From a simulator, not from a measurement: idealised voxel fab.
process module | voxel ribs on slabs
cross-section cut | 275 nm wide | cells 5 nm
A cross-section is a grid of square cells, given in bands from the top down. A band is one or more rows of cells.
Each band's line starts with the height of the band's top and of its bottom, in nm. Then come its materials from left to right, each with its width in nm. One material with "throughout" fills the band from edge to edge. "air" is empty space.
Height 0 is the level under which the wafer as received is all one material. The lowest band goes on downwards, as in "0 down".
A width such as "30 to 40" changes by the same amount from each row of cells to the next, from the band's top row to its bottom row.
"no change" after a step means that no cell of the cross-section changed.
closed voids: empty space of 8 cells or more with no open way to the top, each as width x height at its distance from the left edge, in nm
after a step's settings: what the simulator itself notes on the step
overlay nm, on a step with a mask: how far to the right of its planned place the mask lay; to the left if negative
plan
1 op RECEIVE | material Si
2 op DIRECTIONAL_DEP | material SiO2 | thk nm 30
3 op DIRECTIONAL_DEP | material SiN | thk nm 25
4 op PATTERN | tone cover | mask id RIB | material resist | width nm 30 | thk nm 20 | overlay nm 0
5 op DIRECTIONAL_ETCH | etch materials SiN | depth nm 10
6 op STRIP | etch materials resist
7 op DIRECTIONAL_DEP | material aC | thk nm 10
8 op PATTERN | tone cover | mask id SLAB | material resist | width nm 60 | thk nm 30 | overlay nm 0
9 op DIRECTIONAL_ETCH | etch materials aC | depth nm 10
10 op STRIP | etch materials resist
11 op DIRECTIONAL_ETCH | etch materials SiN | depth nm 15
12 op STRIP | etch materials aC
13 op FILL_DEP | material SiO2 | thk nm 20
14 op CMP | height nm 70
15 op DIRECTIONAL_DEP | material TiN | thk nm 10
16 op DIRECTIONAL_DEP | material aC | thk nm 15
17 op PATTERN | tone cover | mask id HEATER | material resist | width nm 40 | thk nm 35 | overlay nm 0
18 op DIRECTIONAL_ETCH | etch materials aC | depth nm 15
19 op STRIP | etch materials resist
20 op DIRECTIONAL_ETCH | etch materials TiN | depth nm 10
21 op STRIP | etch materials aC
22 op CONFORMAL_DEP | material SiO2 | thk nm 5
first wafer, as planned
as received, after step 1
  0 down: Si throughout
  closed voids: none
after step 2
  30 to 0: SiO2 throughout
  below 0: unchanged
after step 3
  55 to 30: SiN throughout
  below 30: unchanged
after step 4
  75 to 55: air 120 | resist 30 | air 125
  below 55: unchanged
after step 5
  75 to 55: air 120 | resist 30 | air 125
  55 to 45: air 120 | SiN 30 | air 125
  below 45: unchanged
after step 6
  55 to 45: air 120 | SiN 30 | air 125
  below 45: unchanged
after step 7
  65 to 55: air 120 | aC 30 | air 125
  55 to 45: aC 120 | SiN 30 | aC 125
  below 45: unchanged
after step 8
  95 to 65: air 105 | resist 60 | air 110
  65 to 55: air 105 | resist 15 | aC 30 | resist 15 | air 110
  below 55: unchanged
after step 9
  85 to 65: air 105 | resist 60 | air 110
  65 to 55: air 105 | resist 15 | aC 30 | resist 15 | air 110
  55 to 45: air 105 | aC 15 | SiN 30 | aC 15 | air 110
  below 45: unchanged
after step 10
  65 to 55: air 120 | aC 30 | air 125
  below 55: unchanged
after step 11
  65 to 55: air 120 | aC 30 | air 125
  55 to 45: air 105 | aC 15 | SiN 30 | aC 15 | air 110
  45 to 30: air 105 | SiN 60 | air 110
  below 30: unchanged
after step 12
  55 to 45: air 120 | SiN 30 | air 125
  below 45: unchanged
after step 13
  75 to 55: SiO2 throughout
  55 to 45: SiO2 120 | SiN 30 | SiO2 125
  45 to 30: SiO2 105 | SiN 60 | SiO2 110
  below 30: unchanged
after step 14
  70 to 55: SiO2 throughout
  below 55: unchanged
after step 15
  80 to 70: TiN throughout
  below 70: unchanged
after step 16
  95 to 80: aC throughout
  below 80: unchanged
after step 17
  130 to 95: air 115 | resist 40 | air 120
  below 95: unchanged
after step 18
  115 to 95: air 115 | resist 40 | air 120
  95 to 80: air 115 | aC 40 | air 120
  below 80: unchanged
after step 19
  95 to 80: air 115 | aC 40 | air 120
  below 80: unchanged
after step 20
  95 to 80: air 115 | aC 40 | air 120
  80 to 70: air 115 | TiN 40 | air 120
  below 70: unchanged
after step 21
  80 to 70: air 115 | TiN 40 | air 120
  below 70: unchanged
after step 22
  85 to 80: air 110 | SiO2 50 | air 115
  80 to 75: air 110 | SiO2 5 | TiN 40 | SiO2 5 | air 115
  75 to 70: SiO2 115 | TiN 40 | SiO2 120
  below 70: unchanged
second wafer: like start, like plan, one mistake. Through step 14 it matches the first wafer
when step 15 should have ended
  80 to 70: SiN throughout
  below 70: unchanged
when step 16 should have ended
  95 to 80: aC throughout
  below 80: unchanged
when step 17 should have ended
  130 to 95: air 115 | resist 40 | air 120
  below 95: unchanged
when step 18 should have ended
  115 to 95: air 115 | resist 40 | air 120
  95 to 80: air 115 | aC 40 | air 120
  below 80: unchanged
when step 19 should have ended
  95 to 80: air 115 | aC 40 | air 120
  below 80: unchanged
when step 20 should have ended: no change
when step 21 should have ended
  80 to 70: SiN throughout
  below 70: unchanged
when step 22 should have ended
  85 to 80: SiO2 throughout
  below 80: unchanged
what went wrong: step 15 ran as: op DIRECTIONAL_DEP | material SiN | thk nm 10
at the end the second wafer has, in cells: 110 more of SiN | 4 fewer of SiO2 | 16 fewer of TiN
